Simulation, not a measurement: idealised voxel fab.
This is a process module. Its name is voxel plated lines.
200 nm wide, 5 nm square cells: that's cross-section cut.
Cross-section spec: square-cell grid; bands listed top down; each band is one or more rows.
Read a band's entry like this: the first values are the height of its top and the height of its bottom in nm, and what follows is the sequence of materials from left to right, each with its width in nm. Note that "empty" is empty space, and that a single material marked "all across" reaches across the band from edge to edge.
Height datum 0, below which the as-received substrate wafer is one material. Lowest band open at the bottom, running downward: "from 0 down".
Read "30..40" as a graded width: first number on top, second number at the bottom, same change between each pair of neighbouring rows.
"changes: none" -> step changed no cross-section cell.
Entry "Non-vented voids". Content: empty spaces with no open connection to the top, size 8 cells or greater. Each: width x height at distance. Distance: from left edge. Unit: nm.
On each step's line, the part that comes after the settings is the simulator's own comment on the step.
"overlay nm" denotes, for a step that has a mask, the displacement of the mask to the right of its planned place, with negative values corresponding to the left.
The steps planned for the process are as follows
1,RECEIVE | material Si
2,CONFORMAL_DEP | material SiN | thk nm 5
3,DIRECTIONAL_DEP | material TiN | thk nm 5
4,PATTERN | tone open | mask id LINES | material resist | width nm 25 | pitch nm 45 | thk nm 35 | overlay nm 0
5,EPI | material Ru | thk nm 5
6,EPI | material Ru | thk nm 5
7,EPI | material Ru | thk nm 10
8,STRIP | etch materials resist
9,DIRECTIONAL_ETCH | etch materials TiN | depth nm 5
10,CONFORMAL_DEP | material SiO2 | thk nm 10
Here's what the wafer looked like in cross-section when it arrived - that's after step 1
  from 0 down | Si all across
  Non-vented voids: none
This is how the wafer looks in cross-section once the module is done, given the starting state and plan above and one mistake in carrying the plan out
  from 40 to 30 | empty 30; SiO2 135; empty 35
  from 30 to 25 | empty 30; SiO2 10; Ru 25; SiO2 20; Ru 25; SiO2 20; Ru 25; SiO2 10; empty 35
  from 25 to 15 | SiO2 40; Ru 25; SiO2 20; Ru 25; SiO2 20; Ru 25; SiO2 45
  from 15 to 10 | Ru all across
  from 10 to 5 | TiN all across
  from 5 to 0 | SiN all across
  from 0 down | Si all across
  Non-vented voids: none
Misprocessing identified: steps 4 and 5 swapped
